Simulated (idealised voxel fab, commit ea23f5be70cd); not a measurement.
The process module that follows is named voxel self aligned contacts.
The cross-section on display is named cut; it measures 215 nm wide, and its cells are 5 nm squares.
In this document a cross-section is written as a grid of square cells. It is given as a series of bands, listed from the top down, and a band is one or more rows of cells.
In this notation a band is specified by the heights of its top and bottom, in that order and in nm, after which its materials appear from left to right, each paired with its width in nm. The word "full width" attached to a single material means that material fills the band from edge to edge; the word "empty" stands for empty space.
The reference from which all heights are counted is 0, the level beneath which the as-received wafer is entirely one material; the lowest band, having no lower bound, proceeds downward and is written after the example "top 0, no bottom".
The expression "30->40" gives the width at the extremes of the band, the first number at its top row of cells and the second at its bottom row, with the width changing by equal amounts from each row to the next in between.
Key: "remained the same" - step with no changed cell in the cross-section.
The entry titled "Sealed cavities" provides the empty spaces that have no open way to the top, restricted to those of 8 cells or more. Each is presented as width x height at distance, the distance being measured from the left edge, with all three in nm.
Read whatever lies past the settings on a step's line as the simulator's own remark about the step.
The "overlay nm" setting may appear on a step's line; for a step that uses a mask, it gives how far to the right of its planned position the mask lay, and a negative value indicates the left.
### plan
- 1: RECEIVE: material Si
- 2: CONFORMAL_DEP: material SiO2, thk nm 5
- 3: DIRECTIONAL_DEP: material polySi, thk nm 20
- 4: DIRECTIONAL_DEP: material SiN, thk nm 25
- 5: MASKED_ETCH: tone cover, mask id GATE, width nm 25, pitch nm 65, etch materials SiN, depth nm 25, overlay nm 0
- 6: MASKED_ETCH: tone cover, mask id GATE, width nm 25, pitch nm 65, etch materials polySi, depth nm 20, overlay nm 0
- 7: CONFORMAL_DEP: material SiN, thk nm 10
- 8: DIRECTIONAL_ETCH: etch materials SiN, depth nm 10
- 9: FILL_DEP: material SiO2, thk nm 20
- 10: CMP: height nm 60
- 11: DIRECTIONAL_DEP: material aC, thk nm 15
- 12: PATTERN: tone open, mask id CONTACT, material resist, width nm 50, pitch nm 65, thk nm 35, overlay nm 0
- 13: DIRECTIONAL_ETCH: etch materials aC, depth nm 15
- 14: STRIP: etch materials resist
- 15: DIRECTIONAL_ETCH: etch materials SiO2, depth nm 60
- 16: STRIP: etch materials aC
- 17: CONFORMAL_DEP: material TiN, thk nm 5
- 18: FILL_DEP: material Ru, thk nm 5
- 19: CMP: height nm 60
- 20: CONFORMAL_DEP: material SiCN, thk nm 5
### Received-state cross-section, reflecting completion of step 1
- top 0, no bottom  Si full width
- Sealed cavities: none
### Cross-sectional image of the first of two wafers at the end of the module, the run having proceeded as planned
- top 65, bottom 60  SiCN full width
- top 60, bottom 50  50 SiO2; 5->20 TiN; 40->10 Ru; 5->20 TiN; 15 SiO2; 5->20 TiN; 40->10 Ru; 5->20 TiN; 50 SiO2
- top 50, bottom 25  20 SiO2; 45 SiN; 5 TiN; 10 Ru; 5 TiN; 45 SiN; 5 TiN; 10 Ru; 5 TiN; 45 SiN; 20 SiO2
- top 25, bottom 5  20 SiO2; 10 SiN; 25 polySi; 10 SiN; 5 TiN; 10 Ru; 5 TiN; 10 SiN; 25 polySi; 10 SiN; 5 TiN; 10 Ru; 5 TiN; 10 SiN; 25 polySi; 10 SiN; 20 SiO2
- top 5, bottom 0  65 SiO2; 20 TiN; 45 SiO2; 20 TiN; 65 SiO2
- top 0, no bottom  Si full width
- Sealed cavities: none
### Cross-sectional image of the second wafer of the two following completion of the module. Starting state and process plan were the same as for the first wafer; one execution error occurred
- top 65, bottom 60  SiCN full width
- top 60, bottom 50  50 SiO2; 5->20 TiN; 40->10 Ru; 5->20 TiN; 15 SiO2; 5->20 TiN; 40->10 Ru; 5->20 TiN; 50 SiO2
- top 50, bottom 25  20 SiO2; 45 SiN; 5 TiN; 10 Ru; 5 TiN; 45 SiN; 5 TiN; 10 Ru; 5 TiN; 45 SiN; 20 SiO2
- top 25, bottom 10  20 SiO2; 10 SiN; 25 polySi; 10 SiN; 5 TiN; 10 Ru; 5 TiN; 10 SiN; 25 polySi; 10 SiN; 5 TiN; 10 Ru; 5 TiN; 10 SiN; 25 polySi; 10 SiN; 20 SiO2
- top 10, bottom 5  20 SiO2; 10 SiN; 25 polySi; 10 SiN; 20 TiN; 10 SiN; 25 polySi; 10 SiN; 20 TiN; 10 SiN; 25 polySi; 10 SiN; 20 SiO2
- top 5, bottom 0  SiCN full width
- top 0, no bottom  Si full width
- Sealed cavities: none
Deviation from plan: step 2 was not run as planned; what actually ran was CONFORMAL_DEP: material SiCN, thk nm 5
Wrapping up, a cell-based count of both wafers puts the second over or under the first for these materials: 4 fewer of Ru; 43 more of SiCN; 35 fewer of SiO2; 4 fewer of TiN
